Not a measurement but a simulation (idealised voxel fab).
process module | voxel gate over fins
cross-section cut | 275 nm wide | cells 5 nm
A cross-section is a grid of square cells, given in bands from the top down. A band is one or more rows of cells.
Each band's line starts with the height of the band's top and of its bottom, in nm. Then come its materials from left to right, each with its width in nm. One material with "throughout" fills the band from edge to edge. "air" is empty space.
Height 0 is the level under which the wafer as received is all one material. The lowest band goes on downwards, as in "0 down".
A width such as "30 to 40" changes by the same amount from each row of cells to the next, from the band's top row to its bottom row.
"no change" after a step means that no cell of the cross-section changed.
closed voids: empty space of 8 cells or more with no open way to the top, each as width x height at its distance from the left edge, in nm
after a step's settings: what the simulator itself notes on the step
overlay nm, on a step with a mask: how far to the right of its planned place the mask lay; to the left if negative
plan
1 op RECEIVE | material Si
2 op CONFORMAL_DEP | material SiN | thk nm 5
3 op PATTERN | tone cover | mask id FINS | material resist | width nm 15 | pitch nm 55 | thk nm 15 | overlay nm 0
4 op DIRECTIONAL_ETCH | etch materials SiN | depth nm 5
5 op DIRECTIONAL_ETCH | etch materials Si | depth nm 30
6 op STRIP | etch materials resist
7 op FILL_DEP | material SiO2 | thk nm 10
8 op CMP | height nm 5
9 op MASKED_ETCH | tone open | mask id RAIL | width nm 15 | etch materials SiO2 | depth nm 30 | overlay nm 0
10 op CONFORMAL_DEP | material TiN | thk nm 5
11 op FILL_DEP | material W | thk nm 5
12 op CMP | height nm 5
13 op SELECTIVE_ETCH | etch materials W Ru TiN | depth nm 20
14 op FILL_DEP | material SiO2 | thk nm 5
15 op CMP | height nm 5
16 op SELECTIVE_ETCH | etch materials SiO2 | depth nm 15
17 op STRIP | etch materials SiN
18 op CONFORMAL_DEP | material HfO2 | thk nm 5
19 op CONFORMAL_DEP | material TiN | thk nm 5
20 op CONFORMAL_DEP | material TiAl | thk nm 5
21 op CONFORMAL_DEP | material TiN | thk nm 5
22 op FILL_DEP | material W | thk nm 15
23 op CMP | height nm 30
24 op CONFORMAL_DEP | material SiN | thk nm 10
first wafer, as planned
as received, after step 1
  0 down: Si throughout
  closed voids: none
after step 2
  5 to 0: SiN throughout
  below 0: unchanged
after step 3
  20 to 5: air 100 | resist 15 | air 40 | resist 15 | air 105
  below 5: unchanged
after step 4
  20 to 5: air 100 | resist 15 | air 40 | resist 15 | air 105
  5 to 0: air 100 | SiN 15 | air 40 | SiN 15 | air 105
  below 0: unchanged
after step 5
  20 to 5: air 100 | resist 15 | air 40 | resist 15 | air 105
  5 to 0: air 100 | SiN 15 | air 40 | SiN 15 | air 105
  0 to -30: air 100 | Si 15 | air 40 | Si 15 | air 105
  below -30: unchanged
after step 6
  5 to 0: air 100 | SiN 15 | air 40 | SiN 15 | air 105
  below 0: unchanged
after step 7
  15 to 5: SiO2 throughout
  5 to 0: SiO2 100 | SiN 15 | SiO2 40 | SiN 15 | SiO2 105
  0 to -30: SiO2 100 | Si 15 | SiO2 40 | Si 15 | SiO2 105
  below -30: unchanged
after step 8
  5 to 0: SiO2 100 | SiN 15 | SiO2 40 | SiN 15 | SiO2 105
  below 0: unchanged
after step 9
  5 to 0: SiO2 100 | SiN 15 | SiO2 10 | air 15 | SiO2 15 | SiN 15 | SiO2 105
  0 to -25: SiO2 100 | Si 15 | SiO2 10 | air 15 | SiO2 15 | Si 15 | SiO2 105
  below -25: unchanged
after step 10
  10 to 5: TiN 130 | air 5 | TiN 140
  5 to 0: SiO2 100 | SiN 15 | SiO2 10 | TiN 5 | air 5 | TiN 5 | SiO2 15 | SiN 15 | SiO2 105
  0 to -20: SiO2 100 | Si 15 | SiO2 10 | TiN 5 | air 5 | TiN 5 | SiO2 15 | Si 15 | SiO2 105
  -20 to -25: SiO2 100 | Si 15 | SiO2 10 | TiN 15 | SiO2 15 | Si 15 | SiO2 105
  below -25: unchanged
after step 11
  15 to 10: W throughout
  10 to 5: TiN 130 | W 5 | TiN 140
  5 to 0: SiO2 100 | SiN 15 | SiO2 10 | TiN 5 | W 5 | TiN 5 | SiO2 15 | SiN 15 | SiO2 105
  0 to -20: SiO2 100 | Si 15 | SiO2 10 | TiN 5 | W 5 | TiN 5 | SiO2 15 | Si 15 | SiO2 105
  below -20: unchanged
after step 12
  5 to 0: SiO2 100 | SiN 15 | SiO2 10 | TiN 5 | W 5 | TiN 5 | SiO2 15 | SiN 15 | SiO2 105
  below 0: unchanged
after step 13
  5 to 0: SiO2 100 | SiN 15 | SiO2 10 | air 15 | SiO2 15 | SiN 15 | SiO2 105
  0 to -15: SiO2 100 | Si 15 | SiO2 10 | air 15 | SiO2 15 | Si 15 | SiO2 105
  below -15: unchanged
after step 14
  10 to 5: SiO2 throughout
  5 to 0: SiO2 100 | SiN 15 | SiO2 40 | SiN 15 | SiO2 105
  0 to -15: SiO2 100 | Si 15 | SiO2 40 | Si 15 | SiO2 105
  below -15: unchanged
after step 15
  5 to 0: SiO2 100 | SiN 15 | SiO2 40 | SiN 15 | SiO2 105
  below 0: unchanged
after step 16
  5 to 0: air 100 | SiN 15 | air 40 | SiN 15 | air 105
  0 to -10: air 100 | Si 15 | air 40 | Si 15 | air 105
  below -10: unchanged
after step 17
  0 to -10: air 100 | Si 15 | air 40 | Si 15 | air 105
  below -10: unchanged
after step 18
  5 to 0: air 95 | HfO2 25 | air 30 | HfO2 25 | air 100
  0 to -5: air 95 | HfO2 5 | Si 15 | HfO2 5 | air 30 | HfO2 5 | Si 15 | HfO2 5 | air 100
  -5 to -10: HfO2 100 | Si 15 | HfO2 40 | Si 15 | HfO2 105
  below -10: unchanged
after step 19
  10 to 5: air 90 | TiN 35 | air 20 | TiN 35 | air 95
  5 to 0: air 90 | TiN 5 | HfO2 25 | TiN 5 | air 20 | TiN 5 | HfO2 25 | TiN 5 | air 95
  0 to -5: TiN 95 | HfO2 5 | Si 15 | HfO2 5 | TiN 30 | HfO2 5 | Si 15 | HfO2 5 | TiN 100
  below -5: unchanged
after step 20
  15 to 10: air 85 | TiAl 45 | air 10 | TiAl 45 | air 90
  10 to 5: air 85 | TiAl 5 | TiN 35 | TiAl 5 | air 10 | TiAl 5 | TiN 35 | TiAl 5 | air 90
  5 to 0: TiAl 90 | TiN 5 | HfO2 25 | TiN 5 | TiAl 20 | TiN 5 | HfO2 25 | TiN 5 | TiAl 95
  below 0: unchanged
after step 21
  20 to 15: air 80 | TiN 110 | air 85
  15 to 10: air 80 | TiN 5 | TiAl 45 | TiN 10 | TiAl 45 | TiN 5 | air 85
  10 to 5: TiN 85 | TiAl 5 | TiN 35 | TiAl 5 | TiN 10 | TiAl 5 | TiN 35 | TiAl 5 | TiN 90
  below 5: unchanged
after step 22
  35 to 20: W throughout
  20 to 15: W 80 | TiN 110 | W 85
  15 to 10: W 80 | TiN 5 | TiAl 45 | TiN 10 | TiAl 45 | TiN 5 | W 85
  below 10: unchanged
after step 23
  30 to 20: W throughout
  below 20: unchanged
after step 24
  40 to 30: SiN throughout
  below 30: unchanged
second wafer: like start, like plan, one mistake. Through step 4 it matches the first wafer
when step 5 should have ended
  20 to 5: air 100 | resist 15 | air 40 | resist 15 | air 105
  5 to 0: air 100 | SiN 15 | air 40 | SiN 15 | air 105
  0 to -60: air 100 | Si 15 | air 40 | Si 15 | air 105
  below -60: unchanged
when step 6 should have ended
  5 to 0: air 100 | SiN 15 | air 40 | SiN 15 | air 105
  below 0: unchanged
when step 7 should have ended
  15 to 5: SiO2 throughout
  5 to 0: SiO2 100 | SiN 15 | SiO2 40 | SiN 15 | SiO2 105
  0 to -60: SiO2 100 | Si 15 | SiO2 40 | Si 15 | SiO2 105
  below -60: unchanged
when step 8 should have ended
  5 to 0: SiO2 100 | SiN 15 | SiO2 40 | SiN 15 | SiO2 105
  below 0: unchanged
when step 9 should have ended
  5 to 0: SiO2 100 | SiN 15 | SiO2 10 | air 15 | SiO2 15 | SiN 15 | SiO2 105
  0 to -25: SiO2 100 | Si 15 | SiO2 10 | air 15 | SiO2 15 | Si 15 | SiO2 105
  below -25: unchanged
when step 10 should have ended
  10 to 5: TiN 130 | air 5 | TiN 140
  5 to 0: SiO2 100 | SiN 15 | SiO2 10 | TiN 5 | air 5 | TiN 5 | SiO2 15 | SiN 15 | SiO2 105
  0 to -20: SiO2 100 | Si 15 | SiO2 10 | TiN 5 | air 5 | TiN 5 | SiO2 15 | Si 15 | SiO2 105
  -20 to -25: SiO2 100 | Si 15 | SiO2 10 | TiN 15 | SiO2 15 | Si 15 | SiO2 105
  below -25: unchanged
when step 11 should have ended
  15 to 10: W throughout
  10 to 5: TiN 130 | W 5 | TiN 140
  5 to 0: SiO2 100 | SiN 15 | SiO2 10 | TiN 5 | W 5 | TiN 5 | SiO2 15 | SiN 15 | SiO2 105
  0 to -20: SiO2 100 | Si 15 | SiO2 10 | TiN 5 | W 5 | TiN 5 | SiO2 15 | Si 15 | SiO2 105
  below -20: unchanged
when step 12 should have ended
  5 to 0: SiO2 100 | SiN 15 | SiO2 10 | TiN 5 | W 5 | TiN 5 | SiO2 15 | SiN 15 | SiO2 105
  below 0: unchanged
when step 13 should have ended
  5 to 0: SiO2 100 | SiN 15 | SiO2 10 | air 15 | SiO2 15 | SiN 15 | SiO2 105
  0 to -15: SiO2 100 | Si 15 | SiO2 10 | air 15 | SiO2 15 | Si 15 | SiO2 105
  below -15: unchanged
when step 14 should have ended
  10 to 5: SiO2 throughout
  5 to 0: SiO2 100 | SiN 15 | SiO2 40 | SiN 15 | SiO2 105
  0 to -15: SiO2 100 | Si 15 | SiO2 40 | Si 15 | SiO2 105
  below -15: unchanged
when step 15 should have ended
  5 to 0: SiO2 100 | SiN 15 | SiO2 40 | SiN 15 | SiO2 105
  below 0: unchanged
when step 16 should have ended
  5 to 0: air 100 | SiN 15 | air 40 | SiN 15 | air 105
  0 to -10: air 100 | Si 15 | air 40 | Si 15 | air 105
  below -10: unchanged
when step 17 should have ended
  0 to -10: air 100 | Si 15 | air 40 | Si 15 | air 105
  below -10: unchanged
when step 18 should have ended
  5 to 0: air 95 | HfO2 25 | air 30 | HfO2 25 | air 100
  0 to -5: air 95 | HfO2 5 | Si 15 | HfO2 5 | air 30 | HfO2 5 | Si 15 | HfO2 5 | air 100
  -5 to -10: HfO2 100 | Si 15 | HfO2 40 | Si 15 | HfO2 105
  below -10: unchanged
when step 19 should have ended
  10 to 5: air 90 | TiN 35 | air 20 | TiN 35 | air 95
  5 to 0: air 90 | TiN 5 | HfO2 25 | TiN 5 | air 20 | TiN 5 | HfO2 25 | TiN 5 | air 95
  0 to -5: TiN 95 | HfO2 5 | Si 15 | HfO2 5 | TiN 30 | HfO2 5 | Si 15 | HfO2 5 | TiN 100
  below -5: unchanged
when step 20 should have ended
  15 to 10: air 85 | TiAl 45 | air 10 | TiAl 45 | air 90
  10 to 5: air 85 | TiAl 5 | TiN 35 | TiAl 5 | air 10 | TiAl 5 | TiN 35 | TiAl 5 | air 90
  5 to 0: TiAl 90 | TiN 5 | HfO2 25 | TiN 5 | TiAl 20 | TiN 5 | HfO2 25 | TiN 5 | TiAl 95
  below 0: unchanged
when step 21 should have ended
  20 to 15: air 80 | TiN 110 | air 85
  15 to 10: air 80 | TiN 5 | TiAl 45 | TiN 10 | TiAl 45 | TiN 5 | air 85
  10 to 5: TiN 85 | TiAl 5 | TiN 35 | TiAl 5 | TiN 10 | TiAl 5 | TiN 35 | TiAl 5 | TiN 90
  below 5: unchanged
when step 22 should have ended
  35 to 20: W throughout
  20 to 15: W 80 | TiN 110 | W 85
  15 to 10: W 80 | TiN 5 | TiAl 45 | TiN 10 | TiAl 45 | TiN 5 | W 85
  below 10: unchanged
when step 23 should have ended
  30 to 20: W throughout
  below 20: unchanged
when step 24 should have ended
  40 to 30: SiN throughout
  below 30: unchanged
what went wrong: step 5 was run twice
at the end the second wafer has, in cells: 294 fewer of Si | 294 more of SiO2
